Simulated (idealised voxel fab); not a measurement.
process module | voxel ribs on slabs
cross-section cut | 190 nm wide | cells 5 nm
A cross-section is a grid of square cells, given in bands from the top down. A band is one or more rows of cells.
Each band's line starts with the height of the band's top and of its bottom, in nm. Then come its materials from left to right, each with its width in nm. One material with "throughout" fills the band from edge to edge. "air" is empty space.
Height 0 is the level under which the wafer as received is all one material. The lowest band goes on downwards, as in "0 down".
A width such as "30 to 40" changes by the same amount from each row of cells to the next, from the band's top row to its bottom row.
"no change" after a step means that no cell of the cross-section changed.
closed voids: empty space of 8 cells or more with no open way to the top, each as width x height at its distance from the left edge, in nm
after a step's settings: what the simulator itself notes on the step
overlay nm, on a step with a mask: how far to the right of its planned place the mask lay; to the left if negative
plan
1 op RECEIVE | material Si
2 op DIRECTIONAL_DEP | material SiO2 | thk nm 20
3 op DIRECTIONAL_DEP | material SiN | thk nm 25
4 op DIRECTIONAL_DEP | material aC | thk nm 10
5 op PATTERN | tone cover | mask id RIB | material resist | width nm 20 | thk nm 30 | overlay nm 0
6 op DIRECTIONAL_ETCH | etch materials aC | depth nm 10
7 op STRIP | etch materials resist
8 op DIRECTIONAL_ETCH | etch materials SiN | depth nm 10
9 op STRIP | etch materials aC
10 op DIRECTIONAL_DEP | material aC | thk nm 15
11 op PATTERN | tone cover | mask id SLAB | material resist | width nm 70 | thk nm 35 | overlay nm 0
12 op DIRECTIONAL_ETCH | etch materials aC | depth nm 15
13 op STRIP | etch materials resist
14 op DIRECTIONAL_ETCH | etch materials SiN | depth nm 15
15 op STRIP | etch materials aC
16 op FILL_DEP | material SiO2 | thk nm 20
17 op CMP | height nm 55
18 op DIRECTIONAL_DEP | material W | thk nm 5
19 op MASKED_ETCH | tone cover | mask id HEATER | width nm 30 | etch materials W | depth nm 5 | overlay nm 0
20 op CONFORMAL_DEP | material SiN | thk nm 5
varied across the wafers: width nm of step 11. The plan shows the first wafer's value. All wafers start alike
first wafer as received, after step 1
  0 down: Si throughout
  closed voids: none
first wafer at the end, after step 20
  65 to 60: air 75 | SiN 40 | air 75
  60 to 55: SiN 80 | W 30 | SiN 80
  55 to 45: SiO2 throughout
  45 to 35: SiO2 85 | SiN 20 | SiO2 85
  35 to 20: SiO2 60 | SiN 70 | SiO2 60
  20 to 0: SiO2 throughout
  0 down: Si throughout
  closed voids: none
last wafer at the end
  65 to 60: air 75 | SiN 40 | air 75
  60 to 55: SiN 80 | W 30 | SiN 80
  55 to 45: SiO2 throughout
  45 to 35: SiO2 85 | SiN 20 | SiO2 85
  35 to 20: SiO2 50 | SiN 95 | SiO2 45
  20 to 0: SiO2 throughout
  0 down: Si throughout
  closed voids: none
each wafer at the end: cells of each material gained (+) or lost (-) since it was received, then its closed voids
width nm 70 | +90 SiN | +368 SiO2 | +6 W | closed voids: none
width nm 75 | +93 SiN | +365 SiO2 | +6 W | closed voids: none
width nm 80 | +96 SiN | +362 SiO2 | +6 W | closed voids: none
width nm 85 | +99 SiN | +359 SiO2 | +6 W | closed voids: none
width nm 90 | +102 SiN | +356 SiO2 | +6 W | closed voids: none
width nm 95 | +105 SiN | +353 SiO2 | +6 W | closed voids: none
